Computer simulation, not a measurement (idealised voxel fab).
process module | voxel released beams
cross-section cut | 255 nm wide | cells 5 nm
A cross-section is a grid of square cells, given in bands from the top down. A band is one or more rows of cells.
Each band's line starts with the height of the band's top and of its bottom, in nm. Then come its materials from left to right, each with its width in nm. One material with "throughout" fills the band from edge to edge. "air" is empty space.
Height 0 is the level under which the wafer as received is all one material. The lowest band goes on downwards, as in "0 down".
A width such as "30 to 40" changes by the same amount from each row of cells to the next, from the band's top row to its bottom row.
"no change" after a step means that no cell of the cross-section changed.
closed voids: empty space of 8 cells or more with no open way to the top, each as width x height at its distance from the left edge, in nm
after a step's settings: what the simulator itself notes on the step
overlay nm, on a step with a mask: how far to the right of its planned place the mask lay; to the left if negative
plan
1 op RECEIVE | material Si
2 op CONFORMAL_DEP | material Al2O3 | thk nm 5
3 op DIRECTIONAL_DEP | material SiO2 | thk nm 15
4 op MASKED_ETCH | tone open | mask id ANCHOR | width nm 35 | etch materials SiO2 | depth nm 15 | overlay nm 0
5 op CONFORMAL_DEP | material W | thk nm 10
6 op DIRECTIONAL_DEP | material aC | thk nm 10
7 op PATTERN | tone cover | mask id BEAM | material resist | width nm 95 | thk nm 30 | overlay nm 0
8 op DIRECTIONAL_ETCH | etch materials aC | depth nm 10
9 op STRIP | etch materials resist
10 op DIRECTIONAL_ETCH | etch materials W | depth nm 10
11 op STRIP | etch materials aC
12 op STRIP | etch materials SiO2
first wafer, as planned
as received, after step 1
  0 down: Si throughout
  closed voids: none
after step 2
  5 to 0: Al2O3 throughout
  below 0: unchanged
after step 3
  20 to 5: SiO2 throughout
  below 5: unchanged
after step 4
  20 to 5: SiO2 80 | air 35 | SiO2 140
  below 5: unchanged
after step 5
  30 to 20: W 90 | air 15 | W 150
  20 to 15: SiO2 80 | W 10 | air 15 | W 10 | SiO2 140
  15 to 5: SiO2 80 | W 35 | SiO2 140
  below 5: unchanged
after step 6
  40 to 30: aC 90 | air 15 | aC 150
  30 to 25: W 90 | air 15 | W 150
  25 to 20: W 90 | aC 15 | W 150
  20 to 15: SiO2 80 | W 10 | aC 15 | W 10 | SiO2 140
  below 15: unchanged
after step 7
  70 to 40: air 75 | resist 95 | air 85
  40 to 30: aC 90 | resist 15 | aC 150
  30 to 25: W 90 | resist 15 | W 150
  below 25: unchanged
after step 8
  60 to 40: air 75 | resist 95 | air 85
  40 to 30: air 75 | aC 15 | resist 15 | aC 65 | air 85
  below 30: unchanged
after step 9
  40 to 30: air 75 | aC 15 | air 15 | aC 65 | air 85
  30 to 25: W 90 | air 15 | W 150
  below 25: unchanged
after step 10
  40 to 30: air 75 | aC 15 | air 15 | aC 65 | air 85
  30 to 25: air 75 | W 15 | air 15 | W 65 | air 85
  25 to 20: air 75 | W 15 | aC 15 | W 65 | air 85
  below 20: unchanged
after step 11
  30 to 20: air 75 | W 15 | air 15 | W 65 | air 85
  20 to 15: SiO2 80 | W 10 | air 15 | W 10 | SiO2 140
  below 15: unchanged
after step 12
  30 to 20: air 75 | W 15 | air 15 | W 65 | air 85
  20 to 15: air 80 | W 10 | air 15 | W 10 | air 140
  15 to 5: air 80 | W 35 | air 140
  below 5: unchanged
second wafer: like start, like plan, one mistake. Through step 3 it matches the first wafer
when step 4 should have ended
  20 to 5: SiO2 70 | air 35 | SiO2 150
  below 5: unchanged
when step 5 should have ended
  30 to 20: W 80 | air 15 | W 160
  20 to 15: SiO2 70 | W 10 | air 15 | W 10 | SiO2 150
  15 to 5: SiO2 70 | W 35 | SiO2 150
  below 5: unchanged
when step 6 should have ended
  40 to 30: aC 80 | air 15 | aC 160
  30 to 25: W 80 | air 15 | W 160
  25 to 20: W 80 | aC 15 | W 160
  20 to 15: SiO2 70 | W 10 | aC 15 | W 10 | SiO2 150
  below 15: unchanged
when step 7 should have ended
  70 to 40: air 75 | resist 95 | air 85
  40 to 30: aC 80 | resist 15 | aC 160
  30 to 25: W 80 | resist 15 | W 160
  below 25: unchanged
when step 8 should have ended
  60 to 40: air 75 | resist 95 | air 85
  40 to 30: air 75 | aC 5 | resist 15 | aC 75 | air 85
  below 30: unchanged
when step 9 should have ended
  40 to 30: air 75 | aC 5 | air 15 | aC 75 | air 85
  30 to 25: W 80 | air 15 | W 160
  below 25: unchanged
when step 10 should have ended
  40 to 30: air 75 | aC 5 | air 15 | aC 75 | air 85
  30 to 25: air 75 | W 5 | air 15 | W 75 | air 85
  25 to 20: air 75 | W 5 | aC 15 | W 75 | air 85
  below 20: unchanged
when step 11 should have ended
  30 to 20: air 75 | W 5 | air 15 | W 75 | air 85
  20 to 15: SiO2 70 | W 10 | air 15 | W 10 | SiO2 150
  below 15: unchanged
when step 12 should have ended
  30 to 20: air 75 | W 5 | air 15 | W 75 | air 85
  20 to 15: air 70 | W 10 | air 15 | W 10 | air 150
  15 to 5: air 70 | W 35 | air 150
  below 5: unchanged
what went wrong: step 4 ran as: op MASKED_ETCH | tone open | mask id ANCHOR | width nm 35 | etch materials SiO2 | depth nm 15 | overlay nm -10
at the end the second wafer has, in cells: as many of each material as the first, in other places
